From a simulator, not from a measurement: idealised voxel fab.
process module | voxel ribs on slabs
cross-section cut | 290 nm wide | cells 5 nm
A cross-section is a grid of square cells, given in bands from the top down. A band is one or more rows of cells.
Each band's line starts with the height of the band's top and of its bottom, in nm. Then come its materials from left to right, each with its width in nm. One material with "throughout" fills the band from edge to edge. "air" is empty space.
Height 0 is the level under which the wafer as received is all one material. The lowest band goes on downwards, as in "0 down".
A width such as "30 to 40" changes by the same amount from each row of cells to the next, from the band's top row to its bottom row.
"no change" after a step means that no cell of the cross-section changed.
closed voids: empty space of 8 cells or more with no open way to the top, each as width x height at its distance from the left edge, in nm
after a step's settings: what the simulator itself notes on the step
overlay nm, on a step with a mask: how far to the right of its planned place the mask lay; to the left if negative
plan
1 op RECEIVE | material Si
2 op DIRECTIONAL_DEP | material SiO2 | thk nm 30
3 op DIRECTIONAL_DEP | material SiN | thk nm 25
4 op MASKED_ETCH | tone cover | mask id RIB | width nm 20 | etch materials SiN | depth nm 10 | overlay nm 0
5 op MASKED_ETCH | tone cover | mask id SLAB | width nm 80 | etch materials SiN | depth nm 15 | overlay nm 0
6 op FILL_DEP | material SiO2 | thk nm 20
7 op CMP | height nm 70
8 op DIRECTIONAL_DEP | material W | thk nm 5
9 op MASKED_ETCH | tone cover | mask id HEATER | width nm 30 | etch materials W | depth nm 5 | overlay nm 0
10 op CONFORMAL_DEP | material SiO2 | thk nm 5
as received, after step 1
  0 down: Si throughout
  closed voids: none
first wafer at the end, as planned
  80 to 75: air 125 | SiO2 40 | air 125
  75 to 70: SiO2 130 | W 30 | SiO2 130
  70 to 55: SiO2 throughout
  55 to 45: SiO2 135 | SiN 20 | SiO2 135
  45 to 30: SiO2 105 | SiN 80 | SiO2 105
  30 to 0: SiO2 throughout
  0 down: Si throughout
  closed voids: none
second wafer at the end: like start, like plan, one mistake
  80 to 75: air 125 | SiO2 40 | air 125
  75 to 70: SiO2 130 | W 30 | SiO2 130
  70 to 55: SiO2 throughout
  55 to 45: SiO2 135 | SiN 20 | SiO2 135
  45 to 30: SiO2 100 | SiN 80 | SiO2 110
  30 to 0: SiO2 throughout
  0 down: Si throughout
  closed voids: none
what went wrong: step 5 ran as: op MASKED_ETCH | tone cover | mask id SLAB | width nm 80 | etch materials SiN | depth nm 15 | overlay nm -5
at the end the second wafer has, in cells: as many of each material as the first, in other places
